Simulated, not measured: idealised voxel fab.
This is a process module. Its name is voxel quadruple lines.
In the cross-section labelled cut, the width is 245 nm and each square cell is 5 nm.
In what follows, cross-sections appear as grids of square cells, described through bands that run from the top down, where every band is one or more rows of cells. This entry defines a band. It first specifies the height of the band's top and the height of its bottom in nm, and then specifies the band's materials from left to right, stating each material with its width in nm. The word "full width" identifies a single material that fills the band from edge to edge, while the word "blank" identifies empty space. Where do heights start? At 0: under that level the wafer as delivered is made of one material only. And the lowest band has no floor; it just carries on downward, as in "z 0 and below". With a width like "30..40", each row of cells in the band differs from the next by the same amount, the top row carrying the first number and the bottom row the second. You'll sometimes find "identical to before" written for a step, and that's the way of saying that nowhere in the cross-section did a cell change during that step. In the "Closed empty spaces" entry, you get each enclosed empty space of 8 cells or more, one with no open way to the top, written width x height at distance, distance from the left edge, in nm. Anything after a step's settings on that line? It's the simulator's own note about the step. overlay nm: on a step with a mask, how far right of its planned place the mask lay; negative means left.
plan:
1) RECEIVE,material Si
2) CONFORMAL_DEP,material Al2O3,thk nm 10
3) DIRECTIONAL_DEP,material TiN,thk nm 10
4) DIRECTIONAL_DEP,material polySi,thk nm 15
5) DIRECTIONAL_DEP,material aC,thk nm 25
6) PATTERN,tone cover,mask id MANDREL,material resist,width nm 25,pitch nm 80,thk nm 35,overlay nm 0
7) DIRECTIONAL_ETCH,etch materials aC,depth nm 25
8) STRIP,etch materials resist
9) CONFORMAL_DEP,material SiO2,thk nm 15
10) DIRECTIONAL_ETCH,etch materials SiO2,depth nm 15
11) STRIP,etch materials aC
12) DIRECTIONAL_ETCH,etch materials polySi,depth nm 15
13) STRIP,etch materials SiO2
14) CONFORMAL_DEP,material SiN,thk nm 5
15) DIRECTIONAL_ETCH,etch materials SiN,depth nm 5
16) STRIP,etch materials polySi
17) DIRECTIONAL_ETCH,etch materials TiN,depth nm 10
18) STRIP,etch materials SiN
Cross-section of the wafer as it came to us, i.e., already through step 1:
* z 0 and below  Si full width
* Closed empty spaces: none
Below is the wafer in cross-section after the module was completed. It began from the starting point shown above and followed the plan shown above, except that one mistake was made while running it:
* z 40 to 35  50 blank; 25 aC; 15 blank; 25 aC; 15 blank; 25 aC; 15 blank; 25 aC; 50 blank
* z 35 to 25  50 blank; 5 aC; 15 polySi; 5 aC; 15 blank; 5 aC; 15 polySi; 5 aC; 15 blank; 5 aC; 15 polySi; 5 aC; 15 blank; 5 aC; 15 polySi; 5 aC; 50 blank
* z 25 to 20  55 aC; 15 polySi; 25 aC; 15 polySi; 25 aC; 15 polySi; 25 aC; 15 polySi; 55 aC
* z 20 to 10  TiN full width
* z 10 to 0  Al2O3 full width
* z 0 and below  Si full width
* Closed empty spaces: none
Processing error: contrary to plan, step 14 was performed as CONFORMAL_DEP,material aC,thk nm 5
